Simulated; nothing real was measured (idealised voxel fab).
Presented below is a process module, voxel ribs on slabs.
Each square cell in cross-section cut measures 5 nm, and the section as a whole is 160 nm wide.
Throughout this document, each cross-section is represented as a grid of square cells and is presented as a sequence of bands enumerated from the top downward, where a band comprises one or more rows of cells.
Each band's line starts with the height of the band's top and of its bottom, in nm. Then come its materials from left to right, each with its width in nm. One material with "everywhere" fills the band from edge to edge. "empty" is empty space.
The reference from which all heights are counted is 0, the level beneath which the as-received wafer is entirely one material; the lowest band, having no lower bound, proceeds downward and is written after the example "from 0 down".
It should be noted that a width expressed as "30 to 40" varies in equal increments from row to row of cells within the band, taking the value of the first number at the top row and that of the second number at the bottom row.
It should be understood that the words "nothing changed", when stated for a given step, signify that the cross-section underwent no change in any of its cells during that step.
In "Unvented cavities" the enclosed voids are listed, meaning empty spaces of 8 cells or larger without any opening to the top. The form is width x height at distance, distance from the left edge, units nm.
Post-settings text on a step line: simulator's own remark regarding the step.
overlay nm: where the mask lay relative to plan, measured to the right, on steps with a mask; negatives go left.
List of planned process steps
1: RECEIVE: material Si
2: DIRECTIONAL_DEP: material SiO2, thk nm 30
3: DIRECTIONAL_DEP: material SiN, thk nm 25
4: PATTERN: tone cover, mask id RIB, material resist, width nm 15, thk nm 15, overlay nm 0
5: DIRECTIONAL_ETCH: etch materials SiN, depth nm 10
6: STRIP: etch materials resist
7: PATTERN: tone cover, mask id SLAB, material resist, width nm 55, thk nm 20, overlay nm 0
8: DIRECTIONAL_ETCH: etch materials SiN, depth nm 15
9: STRIP: etch materials resist
10: FILL_DEP: material SiO2, thk nm 25
11: CMP: height nm 70
12: DIRECTIONAL_DEP: material TiN, thk nm 10
13: MASKED_ETCH: tone cover, mask id HEATER, width nm 25, etch materials TiN, depth nm 10, overlay nm 0
14: CONFORMAL_DEP: material SiN, thk nm 10
Cross-section of the wafer as it came to us, i.e., already through step 1
  from 0 down | Si everywhere
  Unvented cavities: none
Below is the wafer in cross-section after the module was completed. It began from the starting point shown above and followed the plan shown above, except that one mistake was made while running it
  from 90 to 80 | empty 55 nm, then SiN 45 nm, then empty 60 nm
  from 80 to 70 | SiN 65 nm, then TiN 25 nm, then SiN 70 nm
  from 70 to 25 | SiO2 everywhere
  from 25 to 0 | SiN everywhere
  from 0 down | Si everywhere
  Unvented cavities: none
So what did we get wrong on this run? the intended sequence of steps 2 and 3 was reversed during processing, with each occupying the position of the other
